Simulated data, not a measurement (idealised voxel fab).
Presented below is a process module, voxel ribs on slabs.
Displayed cross-section: cut, width of 190 nm, square cells sized 5 nm.
A cross-section is written here as square cells arranged in a grid, and it is given in bands from the top down, each band taking up one or more rows of cells.
Top height, bottom height, nm. Materials left to right, width each, nm. Single material + "full width" = fills band edge to edge. "air" = empty.
Height 0 is the level under which the wafer as received is all one material. The lowest band goes on downwards, as in "0 -> down".
Graded width ("30->40"): value in top row of band = first number; value in bottom row = second number; row-to-row change constant.
Step note "no alteration" = no cross-section cell changed.
"Listed closed voids" lists enclosed empty spaces (at least 8 cells, no open path upward to the top), each as width x height at distance from the left edge, in nm.
Where a step's line continues beyond its settings, the continuation is a remark by the simulator itself on that step.
A step line may carry the setting "overlay nm", which, for steps involving a mask, states the distance by which the mask lay to the right of its intended position; negative values denote displacement to the left.
-- Set out below are the planned steps of the process
1,RECEIVE, material Si
2,DIRECTIONAL_DEP, material SiO2, thk nm 20
3,DIRECTIONAL_DEP, material SiN, thk nm 25
4,PATTERN, tone cover, mask id RIB, material resist, width nm 20, thk nm 15, overlay nm 0
5,DIRECTIONAL_ETCH, etch materials SiN, depth nm 10
6,STRIP, etch materials resist
7,PATTERN, tone cover, mask id SLAB, material resist, width nm 70, thk nm 20, overlay nm 0
8,DIRECTIONAL_ETCH, etch materials SiN, depth nm 15
9,STRIP, etch materials resist
10,FILL_DEP, material SiO2, thk nm 25
11,CMP, height nm 60
12,DIRECTIONAL_DEP, material TiN, thk nm 5
13,DIRECTIONAL_DEP, material aC, thk nm 15
14,PATTERN, tone cover, mask id HEATER, material resist, width nm 30, thk nm 30, overlay nm 0
15,DIRECTIONAL_ETCH, etch materials aC, depth nm 15
16,STRIP, etch materials resist
17,DIRECTIONAL_ETCH, etch materials TiN, depth nm 5
18,STRIP, etch materials aC
19,CONFORMAL_DEP, material SiO2, thk nm 10
-- Delivered wafer in cross-section: state after step 1
    0 -> down = Si full width
    Listed closed voids: none
-- Here's the wafer cut in cross-section after the module, started and planned just like above, except one thing was done wrong in the run
    75 -> 70 = air 75 nm | SiO2 45 nm | air 70 nm
    70 -> 65 = SiO2 full width
    65 -> 60 = SiO2 85 nm | TiN 25 nm | SiO2 80 nm
    60 -> 45 = SiO2 full width
    45 -> 35 = SiO2 85 nm | SiN 20 nm | SiO2 85 nm
    35 -> 20 = SiO2 60 nm | SiN 70 nm | SiO2 60 nm
    20 -> 0 = SiO2 full width
    0 -> down = Si full width
    Listed closed voids: none
Where did the run depart from the plan? rather than as planned, step 14 actually ran as PATTERN, tone cover, mask id HEATER, material resist, width nm 25, thk nm 30, overlay nm 0
